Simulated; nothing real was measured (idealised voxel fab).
Module name: voxel lift off (process module)
The width of the displayed cross-section, cut, is 230 nm; its cells are square, with a size of 5 nm.
If you're reading a cross-section in this doc, picture square cells in a grid; it comes to you as bands, top ones listed first down to the bottom, and a band can be one or more rows of cells. First you get the band's top height and its bottom height, in nm, and then the materials it's made of, left to right, with each width in nm. If you see a single material with "full width", that one covers the band edge to edge. "air" is empty space. Measure heights from 0. That's the level where, below it, the as-received wafer is all one material. The lowest band is bottomless and extends downward; write it as in "top 0, no bottom". A width such as "30->40" changes by the same amount from each row of cells to the next, from the band's top row to its bottom row. Reading "nothing altered" for a step: not a cell of the cross-section changed in it. If an empty space has no open way to the top and is at least 8 cells in size, "Enclosed cavities" lists it, written width x height at distance, where distance is measured from the left edge and every value is in nm. Anything after a step's settings on that line? It's the simulator's own note about the step. "overlay nm", when on a step's line for a step with a mask, measures how far to the right of its planned place the mask lay; a negative measure means to the left.
Steps in the process plan:
| 1 | RECEIVE, material Si |
| 2 | CONFORMAL_DEP, material SiO2, thk nm 10 |
| 3 | PATTERN, tone open, mask id LINES, material resist, width nm 20, pitch nm 35, thk nm 20, overlay nm 0 |
| 4 | DIRECTIONAL_DEP, material Ru, thk nm 5 |
| 5 | STRIP, etch materials resist |
| 6 | CONFORMAL_DEP, material SiO2, thk nm 5 |
So, the first of our two wafers, run just as we planned it:
Cross-section: wafer on arrival = after step 1:
    top 0, no bottom | Si full width
    Enclosed cavities: none
The wafer in cross-section once step 2 is complete:
    top 10, bottom 0 | SiO2 full width
    Heights below 0 show no change.
The wafer in cross-section once step 3 is complete:
    top 30, bottom 10 | 50 of resist, then 20 of air, then 15 of resist, then 20 of air, then 15 of resist, then 20 of air, then 15 of resist, then 20 of air, then 55 of resist
    Heights below 10 show no change.
The wafer in cross-section once step 4 is complete:
    top 35, bottom 30 | 50 of Ru, then 20 of air, then 15 of Ru, then 20 of air, then 15 of Ru, then 20 of air, then 15 of Ru, then 20 of air, then 55 of Ru
    top 30, bottom 15 | 50 of resist, then 20 of air, then 15 of resist, then 20 of air, then 15 of resist, then 20 of air, then 15 of resist, then 20 of air, then 55 of resist
    top 15, bottom 10 | 50 of resist, then 20 of Ru, then 15 of resist, then 20 of Ru, then 15 of resist, then 20 of Ru, then 15 of resist, then 20 of Ru, then 55 of resist
    Heights below 10 show no change.
The wafer in cross-section once step 5 is complete:
    top 15, bottom 10 | 50 of air, then 20 of Ru, then 15 of air, then 20 of Ru, then 15 of air, then 20 of Ru, then 15 of air, then 20 of Ru, then 55 of air
    Heights below 10 show no change.
The wafer in cross-section once step 6 is complete:
    top 20, bottom 15 | 45 of air, then 30 of SiO2, then 5 of air, then 30 of SiO2, then 5 of air, then 30 of SiO2, then 5 of air, then 30 of SiO2, then 50 of air
    top 15, bottom 10 | 50 of SiO2, then 20 of Ru, then 15 of SiO2, then 20 of Ru, then 15 of SiO2, then 20 of Ru, then 15 of SiO2, then 20 of Ru, then 55 of SiO2
    Heights below 10 show no change.
The remaining wafer, second of the two, started like the first and was run to the same plan, except that one mistake was made along the way; the two coincide through step 2, inclusive:
Second wafer at the planned finish of step 3, seen in cross-section:
    top 30, bottom 10 | 55 of resist, then 15 of air, then 20 of resist, then 15 of air, then 20 of resist, then 15 of air, then 20 of resist, then 15 of air, then 55 of resist
    Heights below 10 show no change.
Second wafer at the planned finish of step 4, seen in cross-section:
    top 35, bottom 30 | 55 of Ru, then 15 of air, then 20 of Ru, then 15 of air, then 20 of Ru, then 15 of air, then 20 of Ru, then 15 of air, then 55 of Ru
    top 30, bottom 15 | 55 of resist, then 15 of air, then 20 of resist, then 15 of air, then 20 of resist, then 15 of air, then 20 of resist, then 15 of air, then 55 of resist
    top 15, bottom 10 | 55 of resist, then 15 of Ru, then 20 of resist, then 15 of Ru, then 20 of resist, then 15 of Ru, then 20 of resist, then 15 of Ru, then 55 of resist
    Heights below 10 show no change.
Second wafer at the planned finish of step 5, seen in cross-section:
    top 15, bottom 10 | 55 of air, then 15 of Ru, then 20 of air, then 15 of Ru, then 20 of air, then 15 of Ru, then 20 of air, then 15 of Ru, then 55 of air
    Heights below 10 show no change.
Second wafer at the planned finish of step 6, seen in cross-section:
    top 20, bottom 15 | 50 of air, then 25 of SiO2, then 10 of air, then 25 of SiO2, then 10 of air, then 25 of SiO2, then 10 of air, then 25 of SiO2, then 50 of air
    top 15, bottom 10 | 55 of SiO2, then 15 of Ru, then 20 of SiO2, then 15 of Ru, then 20 of SiO2, then 15 of Ru, then 20 of SiO2, then 15 of Ru, then 55 of SiO2
    Heights below 10 show no change.
It is concluded that the wafer was processed incorrectly with respect to the plan, in that heads up, step 3 didn't go per plan, it actually ran as PATTERN, tone open, mask id LINES, material resist, width nm 15, pitch nm 35, thk nm 20, overlay nm 0
The closing comparison, in cells, has the second wafer with more or fewer of some materials than the first: -4 Ru
